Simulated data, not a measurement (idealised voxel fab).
The process module that follows is named voxel wiring stack.
Shown is cross-section cut, with a width of 205 nm and square cells of size 5 nm.
A cross-section in this document is a grid of square cells, and it is written down as bands, the top band listed before the ones below it; a band is made up of one or more rows of cells. Look at the band entry: it leads with the top's height and the bottom's height in nm. Then it lists the materials left to right, with a width in nm for each. The word "edge to edge" on a single material says that material fills the band edge to edge. The word "blank" is empty space. It should be noted that heights are counted from 0, beneath which the wafer as supplied is of one material throughout, and that the lowest band possesses no lower boundary but continues downward, as written in "0 down". A width such as "30->40" changes by the same amount from each row of cells to the next, from the band's top row to its bottom row. Where the words "changes: none" appear for a step, the cross-section shows no cell changed by that step; every cell remained as before. "Closed voids list": empty spaces of 8 cells or more with no open way to the top, each given as width x height at distance, distance from the left edge, all in nm. Whatever follows a step's settings on its line is a remark the simulator itself makes about that step. The setting "overlay nm" may be written on the line of a step. When the step uses a mask, the value reports how far to the right of the planned place the mask lay, and a negative value reports that it lay to the left.

The steps planned for the process are as follows
1) RECEIVE: material Si
2) CONFORMAL_DEP: material SiO2, thk nm 10
3) CONFORMAL_DEP: material SiCN, thk nm 5
4) DIRECTIONAL_DEP: material SiO2, thk nm 25
5) PATTERN: tone open, mask id METAL_1, material resist, width nm 25, pitch nm 40, thk nm 20, overlay nm 0
6) DIRECTIONAL_ETCH: etch materials SiO2, depth nm 25
7) DIRECTIONAL_ETCH: etch materials SiCN, depth nm 5
8) STRIP: etch materials resist
9) CONFORMAL_DEP: material TiN, thk nm 5
10) FILL_DEP: material Cu, thk nm 10
11) CMP: height nm 40
12) CONFORMAL_DEP: material SiCN, thk nm 5
13) DIRECTIONAL_DEP: material SiO2, thk nm 15
14) DIRECTIONAL_DEP: material aC, thk nm 15
15) PATTERN: tone open, mask id PLUG_1, material resist, width nm 15, thk nm 30, overlay nm 0
16) DIRECTIONAL_ETCH: etch materials aC, depth nm 15
17) STRIP: etch materials resist
18) DIRECTIONAL_ETCH: etch materials SiO2, depth nm 15
19) DIRECTIONAL_ETCH: etch materials SiCN, depth nm 5
20) STRIP: etch materials aC
21) EPI: material Ru, thk nm 10
22) EPI: material Ru, thk nm 10
23) DIRECTIONAL_DEP: material TiN, thk nm 5
24) DIRECTIONAL_DEP: material Ru, thk nm 15
25) DIRECTIONAL_DEP: material aC, thk nm 10
26) PATTERN: tone cover, mask id METAL_2, material resist, width nm 25, pitch nm 40, thk nm 25, overlay nm 0
27) DIRECTIONAL_ETCH: etch materials aC, depth nm 10
28) STRIP: etch materials resist
29) DIRECTIONAL_ETCH: etch materials Ru, depth nm 15
30) DIRECTIONAL_ETCH: etch materials TiN, depth nm 5
31) STRIP: etch materials aC
32) CONFORMAL_DEP: material SiCN, thk nm 5
33) FILL_DEP: material SiO2, thk nm 10
34) CMP: height nm 80
35) CONFORMAL_DEP: material SiN, thk nm 5

The first wafer of two, processed as planned

So this is the incoming wafer in cross-section - it's already been through step 1
0 down | Si edge to edge
Closed voids list: none

Take a look at the wafer's cross-section after step 2
10 to 0 | SiO2 edge to edge
Lower than 0, everything is as it was.

Take a look at the wafer's cross-section after step 3
15 to 10 | SiCN edge to edge
Lower than 10, everything is as it was.

Take a look at the wafer's cross-section after step 4
40 to 15 | SiO2 edge to edge
Lower than 15, everything is as it was.

Take a look at the wafer's cross-section after step 5
60 to 40 | 70 resist, then 25 blank, then 15 resist, then 25 blank, then 70 resist
Lower than 40, everything is as it was.

Take a look at the wafer's cross-section after step 6
60 to 40 | 70 resist, then 25 blank, then 15 resist, then 25 blank, then 70 resist
40 to 15 | 70 SiO2, then 25 blank, then 15 SiO2, then 25 blank, then 70 SiO2
Lower than 15, everything is as it was.

Take a look at the wafer's cross-section after step 7
60 to 40 | 70 resist, then 25 blank, then 15 resist, then 25 blank, then 70 resist
40 to 15 | 70 SiO2, then 25 blank, then 15 SiO2, then 25 blank, then 70 SiO2
15 to 10 | 70 SiCN, then 25 blank, then 15 SiCN, then 25 blank, then 70 SiCN
Lower than 10, everything is as it was.

Take a look at the wafer's cross-section after step 8
40 to 15 | 70 SiO2, then 25 blank, then 15 SiO2, then 25 blank, then 70 SiO2
Lower than 15, everything is as it was.

Take a look at the wafer's cross-section after step 9
45 to 40 | 75 TiN, then 15 blank, then 25 TiN, then 15 blank, then 75 TiN
40 to 15 | 70 SiO2, then 5 TiN, then 15 blank, then 5 TiN, then 15 SiO2, then 5 TiN, then 15 blank, then 5 TiN, then 70 SiO2
15 to 10 | 70 SiCN, then 25 TiN, then 15 SiCN, then 25 TiN, then 70 SiCN
Lower than 10, everything is as it was.

Take a look at the wafer's cross-section after step 10
55 to 45 | Cu edge to edge
45 to 40 | 75 TiN, then 15 Cu, then 25 TiN, then 15 Cu, then 75 TiN
40 to 15 | 70 SiO2, then 5 TiN, then 15 Cu, then 5 TiN, then 15 SiO2, then 5 TiN, then 15 Cu, then 5 TiN, then 70 SiO2
Lower than 15, everything is as it was.

Take a look at the wafer's cross-section after step 11
40 to 15 | 70 SiO2, then 5 TiN, then 15 Cu, then 5 TiN, then 15 SiO2, then 5 TiN, then 15 Cu, then 5 TiN, then 70 SiO2
Lower than 15, everything is as it was.

Take a look at the wafer's cross-section after step 12
45 to 40 | SiCN edge to edge
Lower than 40, everything is as it was.

Take a look at the wafer's cross-section after step 13
60 to 45 | SiO2 edge to edge
Lower than 45, everything is as it was.

Take a look at the wafer's cross-section after step 14
75 to 60 | aC edge to edge
Lower than 60, everything is as it was.

Take a look at the wafer's cross-section after step 15
105 to 75 | 70 resist, then 15 blank, then 120 resist
Lower than 75, everything is as it was.

Take a look at the wafer's cross-section after step 16
90 to 75 | 70 resist, then 15 blank, then 120 resist
75 to 60 | 70 aC, then 15 blank, then 120 aC
Lower than 60, everything is as it was.

Take a look at the wafer's cross-section after step 17
75 to 60 | 70 aC, then 15 blank, then 120 aC
Lower than 60, everything is as it was.

Take a look at the wafer's cross-section after step 18
75 to 60 | 70 aC, then 15 blank, then 120 aC
60 to 45 | 70 SiO2, then 15 blank, then 120 SiO2
Lower than 45, everything is as it was.

Take a look at the wafer's cross-section after step 19
75 to 60 | 70 aC, then 15 blank, then 120 aC
60 to 45 | 70 SiO2, then 15 blank, then 120 SiO2
45 to 40 | 70 SiCN, then 15 blank, then 120 SiCN
Lower than 40, everything is as it was.

Take a look at the wafer's cross-section after step 20
60 to 45 | 70 SiO2, then 15 blank, then 120 SiO2
Lower than 45, everything is as it was.

Take a look at the wafer's cross-section after step 21
60 to 50 | 70 SiO2, then 15 blank, then 120 SiO2
50 to 45 | 70 SiO2, then 15 Ru, then 120 SiO2
45 to 40 | 70 SiCN, then 15 Ru, then 120 SiCN
Lower than 40, everything is as it was.

Take a look at the wafer's cross-section after step 22
60 to 45 | 70 SiO2, then 15 Ru, then 120 SiO2
Lower than 45, everything is as it was.

Take a look at the wafer's cross-section after step 23
65 to 60 | TiN edge to edge
Lower than 60, everything is as it was.

Take a look at the wafer's cross-section after step 24
80 to 65 | Ru edge to edge
Lower than 65, everything is as it was.

Take a look at the wafer's cross-section after step 25
90 to 80 | aC edge to edge
Lower than 80, everything is as it was.

Take a look at the wafer's cross-section after step 26
115 to 90 | 70 blank, then 25 resist, then 15 blank, then 25 resist, then 70 blank
Lower than 90, everything is as it was.

Take a look at the wafer's cross-section after step 27
105 to 90 | 70 blank, then 25 resist, then 15 blank, then 25 resist, then 70 blank
90 to 80 | 70 blank, then 25 aC, then 15 blank, then 25 aC, then 70 blank
Lower than 80, everything is as it was.

Take a look at the wafer's cross-section after step 28
90 to 80 | 70 blank, then 25 aC, then 15 blank, then 25 aC, then 70 blank
Lower than 80, everything is as it was.

Take a look at the wafer's cross-section after step 29
90 to 80 | 70 blank, then 25 aC, then 15 blank, then 25 aC, then 70 blank
80 to 65 | 70 blank, then 25 Ru, then 15 blank, then 25 Ru, then 70 blank
Lower than 65, everything is as it was.

Take a look at the wafer's cross-section after step 30
90 to 80 | 70 blank, then 25 aC, then 15 blank, then 25 aC, then 70 blank
80 to 65 | 70 blank, then 25 Ru, then 15 blank, then 25 Ru, then 70 blank
65 to 60 | 70 blank, then 25 TiN, then 15 blank, then 25 TiN, then 70 blank
Lower than 60, everything is as it was.

Take a look at the wafer's cross-section after step 31
80 to 65 | 70 blank, then 25 Ru, then 15 blank, then 25 Ru, then 70 blank
Lower than 65, everything is as it was.

Take a look at the wafer's cross-section after step 32
85 to 80 | 65 blank, then 35 SiCN, then 5 blank, then 35 SiCN, then 65 blank
80 to 65 | 65 blank, then 5 SiCN, then 25 Ru, then 5 SiCN, then 5 blank, then 5 SiCN, then 25 Ru, then 5 SiCN, then 65 blank
65 to 60 | 70 SiCN, then 25 TiN, then 15 SiCN, then 25 TiN, then 70 SiCN
Lower than 60, everything is as it was.

Take a look at the wafer's cross-section after step 33
95 to 85 | SiO2 edge to edge
85 to 80 | 65 SiO2, then 35 SiCN, then 5 SiO2, then 35 SiCN, then 65 SiO2
80 to 65 | 65 SiO2, then 5 SiCN, then 25 Ru, then 5 SiCN, then 5 SiO2, then 5 SiCN, then 25 Ru, then 5 SiCN, then 65 SiO2
Lower than 65, everything is as it was.

Take a look at the wafer's cross-section after step 34
80 to 65 | 65 SiO2, then 5 SiCN, then 25 Ru, then 5 SiCN, then 5 SiO2, then 5 SiCN, then 25 Ru, then 5 SiCN, then 65 SiO2
Lower than 65, everything is as it was.

Take a look at the wafer's cross-section after step 35
85 to 80 | SiN edge to edge
Lower than 80, everything is as it was.

The remaining wafer, second of the two, started like the first and was run to the same plan, except that one mistake was made along the way; the two coincide through step 10, inclusive

At the planned end of step 11, the second wafer in cross-section: changes: none

At the planned end of step 12, the second wafer in cross-section
60 to 55 | SiCN edge to edge
Lower than 55, everything is as it was.

At the planned end of step 13, the second wafer in cross-section
75 to 60 | SiO2 edge to edge
Lower than 60, everything is as it was.

At the planned end of step 14, the second wafer in cross-section
90 to 75 | aC edge to edge
Lower than 75, everything is as it was.

At the planned end of step 15, the second wafer in cross-section
120 to 90 | 70 resist, then 15 blank, then 120 resist
Lower than 90, everything is as it was.

At the planned end of step 16, the second wafer in cross-section
105 to 90 | 70 resist, then 15 blank, then 120 resist
90 to 75 | 70 aC, then 15 blank, then 120 aC
Lower than 75, everything is as it was.

At the planned end of step 17, the second wafer in cross-section
90 to 75 | 70 aC, then 15 blank, then 120 aC
Lower than 75, everything is as it was.

At the planned end of step 18, the second wafer in cross-section
90 to 75 | 70 aC, then 15 blank, then 120 aC
75 to 60 | 70 SiO2, then 15 blank, then 120 SiO2
Lower than 60, everything is as it was.

At the planned end of step 19, the second wafer in cross-section
90 to 75 | 70 aC, then 15 blank, then 120 aC
75 to 60 | 70 SiO2, then 15 blank, then 120 SiO2
60 to 55 | 70 SiCN, then 15 blank, then 120 SiCN
Lower than 55, everything is as it was.

At the planned end of step 20, the second wafer in cross-section
75 to 60 | 70 SiO2, then 15 blank, then 120 SiO2
Lower than 60, everything is as it was.

At the planned end of step 21, the second wafer in cross-section
75 to 65 | 70 SiO2, then 15 blank, then 120 SiO2
65 to 60 | 70 SiO2, then 15 Ru, then 120 SiO2
60 to 55 | 70 SiCN, then 15 Ru, then 120 SiCN
Lower than 55, everything is as it was.

At the planned end of step 22, the second wafer in cross-section
75 to 60 | 70 SiO2, then 15 Ru, then 120 SiO2
Lower than 60, everything is as it was.

At the planned end of step 23, the second wafer in cross-section
80 to 75 | TiN edge to edge
Lower than 75, everything is as it was.

At the planned end of step 24, the second wafer in cross-section
95 to 80 | Ru edge to edge
Lower than 80, everything is as it was.

At the planned end of step 25, the second wafer in cross-section
105 to 95 | aC edge to edge
Lower than 95, everything is as it was.

At the planned end of step 26, the second wafer in cross-section
130 to 105 | 70 blank, then 25 resist, then 15 blank, then 25 resist, then 70 blank
Lower than 105, everything is as it was.

At the planned end of step 27, the second wafer in cross-section
120 to 105 | 70 blank, then 25 resist, then 15 blank, then 25 resist, then 70 blank
105 to 95 | 70 blank, then 25 aC, then 15 blank, then 25 aC, then 70 blank
Lower than 95, everything is as it was.

At the planned end of step 28, the second wafer in cross-section
105 to 95 | 70 blank, then 25 aC, then 15 blank, then 25 aC, then 70 blank
Lower than 95, everything is as it was.

At the planned end of step 29, the second wafer in cross-section
105 to 95 | 70 blank, then 25 aC, then 15 blank, then 25 aC, then 70 blank
95 to 80 | 70 blank, then 25 Ru, then 15 blank, then 25 Ru, then 70 blank
Lower than 80, everything is as it was.

At the planned end of step 30, the second wafer in cross-section
105 to 95 | 70 blank, then 25 aC, then 15 blank, then 25 aC, then 70 blank
95 to 80 | 70 blank, then 25 Ru, then 15 blank, then 25 Ru, then 70 blank
80 to 75 | 70 blank, then 25 TiN, then 15 blank, then 25 TiN, then 70 blank
Lower than 75, everything is as it was.

At the planned end of step 31, the second wafer in cross-section
95 to 80 | 70 blank, then 25 Ru, then 15 blank, then 25 Ru, then 70 blank
Lower than 80, everything is as it was.

At the planned end of step 32, the second wafer in cross-section
100 to 95 | 65 blank, then 35 SiCN, then 5 blank, then 35 SiCN, then 65 blank
95 to 80 | 65 blank, then 5 SiCN, then 25 Ru, then 5 SiCN, then 5 blank, then 5 SiCN, then 25 Ru, then 5 SiCN, then 65 blank
80 to 75 | 70 SiCN, then 25 TiN, then 15 SiCN, then 25 TiN, then 70 SiCN
Lower than 75, everything is as it was.

At the planned end of step 33, the second wafer in cross-section
110 to 100 | SiO2 edge to edge
100 to 95 | 65 SiO2, then 35 SiCN, then 5 SiO2, then 35 SiCN, then 65 SiO2
95 to 80 | 65 SiO2, then 5 SiCN, then 25 Ru, then 5 SiCN, then 5 SiO2, then 5 SiCN, then 25 Ru, then 5 SiCN, then 65 SiO2
Lower than 80, everything is as it was.

At the planned end of step 34, the second wafer in cross-section
80 to 75 | 70 SiCN, then 25 TiN, then 15 SiCN, then 25 TiN, then 70 SiCN
Lower than 75, everything is as it was.

At the planned end of step 35, the second wafer in cross-section
85 to 80 | SiN edge to edge
Lower than 80, everything is as it was.
Run error: plan step 11 was not performed, having been skipped
at the end the second wafer has, in cells: +88 Cu | -30 Ru | -12 SiCN | -81 SiO2 | +35 TiN
